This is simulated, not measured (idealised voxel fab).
process module | voxel self aligned vias
cross-section cut | 155 nm wide | cells 5 nm
A cross-section is a grid of square cells, given in bands from the top down. A band is one or more rows of cells.
Each band's line starts with the height of the band's top and of its bottom, in nm. Then come its materials from left to right, each with its width in nm. One material with "throughout" fills the band from edge to edge. "air" is empty space.
Height 0 is the level under which the wafer as received is all one material. The lowest band goes on downwards, as in "0 down".
A width such as "30 to 40" changes by the same amount from each row of cells to the next, from the band's top row to its bottom row.
"no change" after a step means that no cell of the cross-section changed.
closed voids: empty space of 8 cells or more with no open way to the top, each as width x height at its distance from the left edge, in nm
after a step's settings: what the simulator itself notes on the step
overlay nm, on a step with a mask: how far to the right of its planned place the mask lay; to the left if negative
plan
1 op RECEIVE | material Si
2 op CONFORMAL_DEP | material SiO2 | thk nm 10
3 op CONFORMAL_DEP | material SiCN | thk nm 5
4 op DIRECTIONAL_DEP | material SiO2 | thk nm 20
5 op DIRECTIONAL_DEP | material aC | thk nm 15
6 op PATTERN | tone open | mask id LINES | material resist | width nm 25 | pitch nm 60 | thk nm 35 | overlay nm 0
7 op DIRECTIONAL_ETCH | etch materials aC | depth nm 15
8 op STRIP | etch materials resist
9 op DIRECTIONAL_ETCH | etch materials SiO2 | depth nm 20
10 op STRIP | etch materials aC
11 op CONFORMAL_DEP | material TiN | thk nm 5
12 op FILL_DEP | material W | thk nm 10
13 op CMP | height nm 35
14 op SELECTIVE_ETCH | etch materials W Ru TiN | depth nm 10
15 op FILL_DEP | material SiN | thk nm 10
16 op CMP | height nm 35
17 op DIRECTIONAL_DEP | material SiO2 | thk nm 15
18 op PATTERN | tone open | mask id VIAS | material resist | width nm 35 | pitch nm 60 | thk nm 15 | overlay nm 0
19 op DIRECTIONAL_ETCH | etch materials SiO2 | depth nm 15
20 op DIRECTIONAL_ETCH | etch materials SiN | depth nm 10
21 op STRIP | etch materials resist
22 op CONFORMAL_DEP | material TiN | thk nm 5
23 op FILL_DEP | material W | thk nm 5
24 op CMP | height nm 50
25 op CONFORMAL_DEP | material SiCN | thk nm 5
as received, after step 1
  0 down: Si throughout
  closed voids: none
first wafer at the end, as planned
  55 to 50: SiCN throughout
  50 to 40: SiO2 30 | TiN 5 | W 25 | TiN 5 | SiO2 25 | TiN 5 | W 25 | TiN 5 | SiO2 30
  40 to 30: SiO2 30 to 35 | TiN 10 to 5 | W 15 | TiN 10 to 5 | SiO2 25 to 35 | TiN 10 to 5 | W 15 | TiN 10 to 5 | SiO2 30 to 35
  30 to 25: SiO2 35 | TiN 25 | SiO2 35 | TiN 25 | SiO2 35
  25 to 20: SiO2 35 | TiN 5 | W 15 | TiN 5 | SiO2 35 | TiN 5 | W 15 | TiN 5 | SiO2 35
  20 to 15: SiO2 35 | TiN 25 | SiO2 35 | TiN 25 | SiO2 35
  15 to 10: SiCN throughout
  10 to 0: SiO2 throughout
  0 down: Si throughout
  closed voids: none
second wafer at the end: like start, like plan, one mistake
  55 to 50: SiCN throughout
  50 to 40: SiO2 30 | TiN 5 | W 25 | TiN 5 | SiO2 25 | TiN 5 | W 25 | TiN 5 | SiO2 30
  40 to 30: SiO2 30 to 35 | TiN 10 to 5 | W 15 | TiN 10 to 5 | SiO2 25 to 35 | TiN 10 to 5 | W 15 | TiN 10 to 5 | SiO2 30 to 35
  30 to 25: SiO2 35 | TiN 25 | SiO2 35 | TiN 25 | SiO2 35
  25 to 20: SiO2 35 | TiN 5 | W 15 | TiN 5 | SiO2 35 | TiN 5 | W 15 | TiN 5 | SiO2 35
  20 to 15: SiO2 35 | TiN 25 | SiO2 35 | TiN 25 | SiO2 35
  15 to 5: SiO2 throughout
  5 to 0: SiCN throughout
  0 down: Si throughout
  closed voids: none
what went wrong: steps 2 and 3 were swapped
at the end the second wafer has, in cells: as many of each material as the first, in other places
